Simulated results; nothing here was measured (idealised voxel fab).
Herein follows the process module entitled voxel trench capacitor.
The cross-section shown here is cut; it is 160 nm wide and divided into square cells measuring 5 nm on a side.
A cross-section is a grid of square cells, given in bands from the top down. A band is one or more rows of cells. Top height, bottom height, nm. Materials left to right, width each, nm. Single material + "everywhere" = fills band edge to edge. "air" = empty. Beneath 0, the wafer as received is one material, and that level is where height counting begins. The lowest band goes on downward without a bottom; it is written like "top 0, no bottom". So if you see something like "30->40" for the width, read it as the top row of the band sitting at the first number and the bottom row at the second, with every row in between moving by the same amount as the last. Any step labelled "no change" changed none of the cells in the cross-section. Listed in "Cavities, sealed": every empty space of 8 or more cells without an open way to the top. Form: width x height at distance, the distance being from the left edge, all in nm. Text after the settings on a step's line: the simulator's own remark on that step. Among the settings permitted on a step's line is "overlay nm"; applied to a step with a mask, it specifies the extent to which the mask lay to the right of its planned position, whereas a negative figure signifies a position to the left.
Below is the list of planned process steps
step 1: RECEIVE with material Si
step 2: CONFORMAL_DEP with material SiN, thk nm 5
step 3: PATTERN with tone open, mask id TRENCH, material resist, width nm 30, pitch nm 50, thk nm 20, overlay nm 0
step 4: DIRECTIONAL_ETCH with etch materials SiN, depth nm 5
step 5: DIRECTIONAL_ETCH with etch materials Si, depth nm 25
step 6: STRIP with etch materials resist
step 7: CONFORMAL_DEP with material Al2O3, thk nm 5
step 8: CONFORMAL_DEP with material TiN, thk nm 5
step 9: FILL_DEP with material W, thk nm 10
step 10: CMP with height nm 5
Delivered wafer in cross-section: state after step 1
    top 0, no bottom = Si everywhere
    Cavities, sealed: none
What the wafer looks like in cross-section after this module, when it starts as shown above and follows the plan above but one mistake is made in running it
    top 5, bottom 0 = SiN 15 nm, TiN 5 nm, Al2O3 5 nm, W 10 nm, Al2O3 5 nm, TiN 5 nm, SiN 20 nm, TiN 5 nm, Al2O3 5 nm, W 10 nm, Al2O3 5 nm, TiN 5 nm, SiN 20 nm, TiN 5 nm, Al2O3 5 nm, W 10 nm, Al2O3 5 nm, TiN 5 nm, SiN 15 nm
    top 0, bottom -15 = Si 15 nm, TiN 5 nm, Al2O3 5 nm, W 10 nm, Al2O3 5 nm, TiN 5 nm, Si 20 nm, TiN 5 nm, Al2O3 5 nm, W 10 nm, Al2O3 5 nm, TiN 5 nm, Si 20 nm, TiN 5 nm, Al2O3 5 nm, W 10 nm, Al2O3 5 nm, TiN 5 nm, Si 15 nm
    top -15, bottom -20 = Si 15 nm, TiN 5 nm, Al2O3 20 nm, TiN 5 nm, Si 20 nm, TiN 5 nm, Al2O3 20 nm, TiN 5 nm, Si 20 nm, TiN 5 nm, Al2O3 20 nm, TiN 5 nm, Si 15 nm
    top -20, bottom -25 = Si 15 nm, TiN 30 nm, Si 20 nm, TiN 30 nm, Si 20 nm, TiN 30 nm, Si 15 nm
    top -25, no bottom = Si everywhere
    Cavities, sealed: none
Which mistake was made when the wafer was run? deviation from plan: step 8 and step 7 executed in one another's positions
